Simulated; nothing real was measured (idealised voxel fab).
This is a process module. Its name is voxel wiring stack.
cross-section cut | 210 nm wide | cells 5 nm
A cross-section in this document is a grid of square cells, and it is written down as bands, the top band listed before the ones below it; a band is made up of one or more rows of cells. Heads up on the band format: heights come first, top then bottom, in nm. After that it's the materials left to right, each with its width in nm. A single material flagged "edge to edge" fills the whole band edge to edge, and "air" means there's empty space there. Height 0 is the level under which the wafer as received is all one material. The lowest band goes on downwards, as in "z 0 and below". Quick explanation for "30->40": the width changes in equal steps down the rows of cells, from the first number in the band's top row to the second number in its bottom row. The cross-section has no changed cell in any step marked "nothing was modified". "closed voids" lists enclosed empty spaces (at least 8 cells, no open path upward to the top), each as width x height at distance from the left edge, in nm. Whatever follows a step's settings on its line is a remark the simulator itself makes about that step. If you see "overlay nm" on a step's line and that step has a mask, it's telling you how far right of where it was planned the mask ended up; a negative number means it went left instead.

# This section lists the process steps that were planned
1 RECEIVE with material Si
2 CONFORMAL_DEP with material SiO2, thk nm 15
3 DIRECTIONAL_DEP with material TiN, thk nm 5
4 DIRECTIONAL_DEP with material Ru, thk nm 20
5 MASKED_ETCH with tone cover, mask id METAL_1, width nm 30, pitch nm 60, etch materials Ru, depth nm 20, overlay nm 0
6 MASKED_ETCH with tone cover, mask id METAL_1, width nm 30, pitch nm 60, etch materials TiN, depth nm 5, overlay nm 0
7 CONFORMAL_DEP with material SiCN, thk nm 5
8 FILL_DEP with material SiO2, thk nm 5
9 CMP with height nm 40
10 CONFORMAL_DEP with material SiCN, thk nm 5
11 DIRECTIONAL_DEP with material SiO2, thk nm 10
12 MASKED_ETCH with tone open, mask id PLUG_1, width nm 15, etch materials SiO2, depth nm 10, overlay nm 0
13 MASKED_ETCH with tone open, mask id PLUG_1, width nm 15, etch materials SiCN, depth nm 5, overlay nm 0
14 EPI with material Ru, thk nm 10
15 EPI with material Ru, thk nm 5
16 CONFORMAL_DEP with material SiN, thk nm 5
17 DIRECTIONAL_DEP with material lowk, thk nm 20
18 MASKED_ETCH with tone open, mask id METAL_2, width nm 30, pitch nm 60, etch materials lowk, depth nm 20, overlay nm 0
19 MASKED_ETCH with tone open, mask id METAL_2, width nm 30, pitch nm 60, etch materials SiN, depth nm 5, overlay nm 0
20 CONFORMAL_DEP with material TiN, thk nm 5
21 FILL_DEP with material Cu, thk nm 10
22 CMP with height nm 80
23 EPI with material Ru, thk nm 5
24 FILL_DEP with material SiCN, thk nm 5

# Received-state cross-section, reflecting completion of step 1
	z 0 and below: Si edge to edge
	closed voids: none

# Below is the wafer in cross-section after the module was completed. It began from the starting point shown above and followed the plan shown above, except that one mistake was made while running it
	z 90 to 85: SiCN edge to edge
	z 85 to 80: SiCN=55 / Ru=40 / SiCN=20 / Ru=40 / SiCN=55
	z 80 to 60: lowk=60 / TiN=5 / Cu=20 / TiN=5 / lowk=30 / TiN=5 / Cu=20 / TiN=5 / lowk=60
	z 60 to 55: SiN=60 / TiN=30 / SiN=30 / TiN=30 / SiN=60
	z 55 to 45: SiO2=60 / Ru=15 / SiO2=135
	z 45 to 40: SiCN=70 / Ru=5 / SiCN=135
	z 40 to 20: SiO2=55 / SiCN=5 / Ru=30 / SiCN=5 / SiO2=20 / SiCN=5 / Ru=30 / SiCN=5 / SiO2=55
	z 20 to 15: SiCN=60 / TiN=30 / SiCN=30 / TiN=30 / SiCN=60
	z 15 to 0: SiO2 edge to edge
	z 0 and below: Si edge to edge
	closed voids: none
Diagnosis: step 13 ran differently from the plan; actual operation with settings: MASKED_ETCH with tone open, mask id PLUG_1, width nm 15, etch materials SiCN, depth nm 5, overlay nm 10
